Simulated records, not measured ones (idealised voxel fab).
Process module, titled voxel capacitor over wiring
The cross-section shown here is cut; it is 185 nm wide and divided into square cells measuring 5 nm on a side.
Cross-sections here: square-cell grids, written as top-down lists of bands, a band being one or more rows of cells. Look at the band entry: it leads with the top's height and the bottom's height in nm. Then it lists the materials left to right, with a width in nm for each. The word "throughout" on a single material says that material fills the band edge to edge. The word "air" is empty space. The reference from which all heights are counted is 0, the level beneath which the as-received wafer is entirely one material; the lowest band, having no lower bound, proceeds downward and is written after the example "0..down". Read "30..40" as a graded width: first number on top, second number at the bottom, same change between each pair of neighbouring rows. "no modification" (step): cross-section cells unchanged, all of them. Any empty space of 8 cells or more lacking an open way to the top shows up in "Sealed void listing" as width x height at distance, distance from the left edge, in nm. Anything after a step's settings on that line? It's the simulator's own note about the step. For masked steps, "overlay nm" on the step line gives how far right of plan the mask actually lay; a minus sign means it lay to the left.

The planned process steps are enumerated hereunder:
1. RECEIVE [material Si]
2. CONFORMAL_DEP [material SiO2] [thk nm 10]
3. DIRECTIONAL_DEP [material TiN] [thk nm 5]
4. DIRECTIONAL_DEP [material Ru] [thk nm 15]
5. PATTERN [tone cover] [mask id METAL_1] [material resist] [width nm 20] [pitch nm 80] [thk nm 15] [overlay nm 0]
6. DIRECTIONAL_ETCH [etch materials Ru] [depth nm 15]
7. DIRECTIONAL_ETCH [etch materials TiN] [depth nm 5]
8. STRIP [etch materials resist]
9. FILL_DEP [material lowk] [thk nm 10]
10. CMP [height nm 30]
11. CONFORMAL_DEP [material SiCN] [thk nm 5]
12. DIRECTIONAL_DEP [material SiO2] [thk nm 10]
13. DIRECTIONAL_DEP [material aC] [thk nm 10]
14. PATTERN [tone open] [mask id PLUG_1] [material resist] [width nm 15] [thk nm 30] [overlay nm 0]
15. DIRECTIONAL_ETCH [etch materials aC] [depth nm 10]
16. STRIP [etch materials resist]
17. DIRECTIONAL_ETCH [etch materials SiO2] [depth nm 10]
18. DIRECTIONAL_ETCH [etch materials SiCN] [depth nm 5]
19. STRIP [etch materials aC]
20. EPI [material Ru] [thk nm 10]
21. EPI [material Ru] [thk nm 5]
22. DIRECTIONAL_DEP [material TiN] [thk nm 5]
23. DIRECTIONAL_DEP [material SiN] [thk nm 5]
24. DIRECTIONAL_DEP [material TiN] [thk nm 10]
25. DIRECTIONAL_DEP [material aC] [thk nm 15]
26. PATTERN [tone cover] [mask id UPPER_PLATE] [material resist] [width nm 65] [thk nm 30] [overlay nm 0]
27. DIRECTIONAL_ETCH [etch materials aC] [depth nm 15]
28. STRIP [etch materials resist]
29. DIRECTIONAL_ETCH [etch materials TiN] [depth nm 10]
30. DIRECTIONAL_ETCH [etch materials SiN] [depth nm 5]
31. STRIP [etch materials aC]
32. PATTERN [tone cover] [mask id LOWER_PLATE] [material resist] [width nm 75] [thk nm 15] [overlay nm 0]
33. DIRECTIONAL_ETCH [etch materials TiN] [depth nm 5]
34. STRIP [etch materials resist]
35. FILL_DEP [material SiO2] [thk nm 20]
36. CMP [height nm 80]
37. PATTERN [tone open] [mask id PLUG_2] [material resist] [width nm 15] [thk nm 15] [overlay nm 0]
38. DIRECTIONAL_ETCH [etch materials SiO2] [depth nm 15]
39. STRIP [etch materials resist]
40. CONFORMAL_DEP [material TiN] [thk nm 5]
41. FILL_DEP [material W] [thk nm 5]
42. CMP [height nm 80]
43. CONFORMAL_DEP [material SiN] [thk nm 5]

Shown in cross-section is the wafer as received, that is, as it stands after step 1:
	0..down | Si throughout
	Sealed void listing: none

Run as planned - first of the two wafers cross-sectioned at the end of the module:
	85..80 | SiN throughout
	80..70 | SiO2 55 | TiN 5 | W 5 | TiN 5 | SiO2 115
	70..65 | SiO2 55 | TiN 15 | SiO2 115
	65..55 | SiO2 45 | TiN 65 | SiO2 75
	55..50 | SiO2 45 | SiN 65 | SiO2 75
	50..45 | SiO2 40 | TiN 75 | SiO2 70
	45..35 | SiO2 45 | Ru 15 | SiO2 125
	35..30 | SiCN 45 | Ru 15 | SiCN 125
	30..15 | lowk 40 | Ru 20 | lowk 60 | Ru 20 | lowk 45
	15..10 | lowk 40 | TiN 20 | lowk 60 | TiN 20 | lowk 45
	10..0 | SiO2 throughout
	0..down | Si throughout
	Sealed void listing: none

End of module, second wafer, cross-section. Started like the first, planned like the first, run with one mistake:
	85..80 | SiN throughout
	80..75 | SiO2 55 | TiN 5 | W 5 | TiN 5 | SiO2 115
	75..70 | SiO2 55 | TiN 15 | SiO2 115
	70..60 | SiO2 45 | TiN 65 | SiO2 75
	60..55 | SiO2 40 | TiN 75 | SiO2 70
	55..50 | SiN throughout
	50..45 | TiN throughout
	45..35 | SiO2 45 | Ru 15 | SiO2 125
	35..30 | SiCN 45 | Ru 15 | SiCN 125
	30..15 | lowk 40 | Ru 20 | lowk 60 | Ru 20 | lowk 45
	15..10 | lowk 40 | TiN 20 | lowk 60 | TiN 20 | lowk 45
	10..0 | SiO2 throughout
	0..down | Si throughout
	Sealed void listing: none
Deviation noted in wafer processing: it should be noted that step 24 was executed with settings other than those planned, the operation and settings actually applied being DIRECTIONAL_DEP [material TiN] [thk nm 15]
The second wafer ends with more or fewer cells of some materials than the first, per final count: 24 more of SiN, 58 fewer of SiO2, 35 more of TiN, 1 fewer of W
